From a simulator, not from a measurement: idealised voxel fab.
Name of the process module below: voxel wiring stack
Pictured: cross-section cut, 230 nm wide, on a grid of 5 nm square cells.
Cross-section layout: square cells on a grid; listed as bands, top to bottom; a band spans one or more cell rows. Within each band entry, the heights of the top and of the bottom of the band appear first, in that order and in nm; the materials of the band then follow from left to right, each with its corresponding width in nm. The designation "edge to edge" on a single material indicates that it fills the band from edge to edge; the designation "empty" indicates empty space. Heights are expressed relative to 0, this being the level below which the as-received wafer comprises one material exclusively. The lowest band is unbounded in the downward direction and is denoted as in "0 and below". The expression "30..40" gives the width at the extremes of the band, the first number at its top row of cells and the second at its bottom row, with the width changing by equal amounts from each row to the next in between. Given "nothing was modified" for a step, no cell of the cross-section differs between before and after that step. "Enclosed internal cavities" contains a list of empty spaces, each no smaller than 8 cells and without an open way to the top, written in the form width x height at distance with the distance from the left edge and all three in nm. What comes after the settings on a step's line is commentary from the simulator itself on that step. On any step carrying a mask, the "overlay nm" setting, if present on the step's line, tells how far right of its planned place the mask lay; negative values point to the left.
The planned process steps are enumerated hereunder
1) RECEIVE: material Si
2) CONFORMAL_DEP: material SiO2, thk nm 10
3) CONFORMAL_DEP: material SiCN, thk nm 5
4) DIRECTIONAL_DEP: material lowk, thk nm 25
5) DIRECTIONAL_DEP: material aC, thk nm 10
6) PATTERN: tone open, mask id METAL_1, material resist, width nm 30, pitch nm 45, thk nm 25, overlay nm 0
7) DIRECTIONAL_ETCH: etch materials aC, depth nm 10
8) STRIP: etch materials resist
9) DIRECTIONAL_ETCH: etch materials lowk, depth nm 25
10) DIRECTIONAL_ETCH: etch materials SiCN, depth nm 5
11) STRIP: etch materials aC
12) CONFORMAL_DEP: material TiN, thk nm 5
13) FILL_DEP: material Cu, thk nm 5
14) CMP: height nm 40
15) CONFORMAL_DEP: material SiCN, thk nm 5
16) DIRECTIONAL_DEP: material SiO2, thk nm 30
17) MASKED_ETCH: tone open, mask id METAL_2, width nm 30, pitch nm 45, etch materials SiO2, depth nm 20, overlay nm 0
18) DIRECTIONAL_DEP: material aC, thk nm 15
19) PATTERN: tone open, mask id METAL_2_HOLES, material resist, width nm 15, pitch nm 45, thk nm 30, overlay nm 0
20) DIRECTIONAL_ETCH: etch materials aC, depth nm 15
21) STRIP: etch materials resist
22) DIRECTIONAL_ETCH: etch materials SiO2, depth nm 10
23) DIRECTIONAL_ETCH: etch materials SiCN, depth nm 5
24) STRIP: etch materials aC
25) CONFORMAL_DEP: material TiN, thk nm 5
26) FILL_DEP: material Cu, thk nm 10
27) CMP: height nm 75
28) CONFORMAL_DEP: material SiCN, thk nm 5
29) DIRECTIONAL_DEP: material lowk, thk nm 30
30) MASKED_ETCH: tone open, mask id METAL_3, width nm 30, pitch nm 45, etch materials lowk, depth nm 20, overlay nm 0
31) DIRECTIONAL_DEP: material aC, thk nm 15
32) PATTERN: tone open, mask id METAL_3_HOLES, material resist, width nm 15, pitch nm 45, thk nm 30, overlay nm 0
33) DIRECTIONAL_ETCH: etch materials aC, depth nm 15
34) STRIP: etch materials resist
35) DIRECTIONAL_ETCH: etch materials lowk, depth nm 10
36) DIRECTIONAL_ETCH: etch materials SiCN, depth nm 5
37) STRIP: etch materials aC
38) CONFORMAL_DEP: material TiN, thk nm 5
39) FILL_DEP: material Ru, thk nm 5
40) CMP: height nm 110
41) CONFORMAL_DEP: material SiCN, thk nm 5
Cross-section of the wafer upon arrival, representing the state reached after step 1
> 0 and below: Si edge to edge
> Enclosed internal cavities: none
Post-module cross-section: identical start and plan to those above, one misstep in execution
> 115 down to 110: SiCN edge to edge
> 110 down to 95: lowk (30); TiN (5); Ru (20); TiN (5); lowk (15); TiN (5); Ru (20); TiN (5); lowk (15); TiN (5); Ru (20); TiN (5); lowk (15); TiN (5); Ru (20); TiN (5); lowk (35)
> 95 down to 90: lowk (30); TiN (5); Ru (5); TiN (20); lowk (15); TiN (5); Ru (5); TiN (20); lowk (15); TiN (5); Ru (5); TiN (20); lowk (15); TiN (5); Ru (5); TiN (20); lowk (35)
> 90 down to 80: lowk (30); TiN (5); Ru (5); TiN (5); lowk (30); TiN (5); Ru (5); TiN (5); lowk (30); TiN (5); Ru (5); TiN (5); lowk (30); TiN (5); Ru (5); TiN (5); lowk (50)
> 80 down to 75: SiCN (30); TiN (15); SiCN (30); TiN (15); SiCN (30); TiN (15); SiCN (30); TiN (15); SiCN (50)
> 75 down to 65: SiO2 (30); TiN (5..10); Cu (15..10); TiN (5); SiO2 (20); TiN (5..10); Cu (15..10); TiN (5); SiO2 (20); TiN (5..10); Cu (15..10); TiN (5); SiO2 (20); TiN (5..10); Cu (15..10); TiN (5); SiO2 (40)
> 65 down to 60: SiO2 (35); TiN (5); Cu (10); TiN (5); SiO2 (25); TiN (5); Cu (10); TiN (5); SiO2 (25); TiN (5); Cu (10); TiN (5); SiO2 (25); TiN (5); Cu (10); TiN (5); SiO2 (40)
> 60 down to 55: SiO2 (35); TiN (20); SiO2 (25); TiN (20); SiO2 (25); TiN (20); SiO2 (25); TiN (20); SiO2 (40)
> 55 down to 45: SiO2 (35); TiN (10); SiO2 (35); TiN (10); SiO2 (35); TiN (10); SiO2 (35); TiN (10); SiO2 (50)
> 45 down to 40: SiCN (35); TiN (10); SiCN (35); TiN (10); SiCN (35); TiN (10); SiCN (35); TiN (10); SiCN (50)
> 40 down to 15: lowk (30); TiN (5); Cu (20); TiN (5); lowk (15); TiN (5); Cu (20); TiN (5); lowk (15); TiN (5); Cu (20); TiN (5); lowk (15); TiN (5); Cu (20); TiN (5); lowk (35)
> 15 down to 10: SiCN (30); TiN (30); SiCN (15); TiN (30); SiCN (15); TiN (30); SiCN (15); TiN (30); SiCN (35)
> 10 down to 0: SiO2 edge to edge
> 0 and below: Si edge to edge
> Enclosed internal cavities: none
Against the plan, the run slipped here: so step 17 ended up running with a different setting than we planned, it ran as MASKED_ETCH: tone open, mask id METAL_2, width nm 20, pitch nm 45, etch materials SiO2, depth nm 20, overlay nm 0
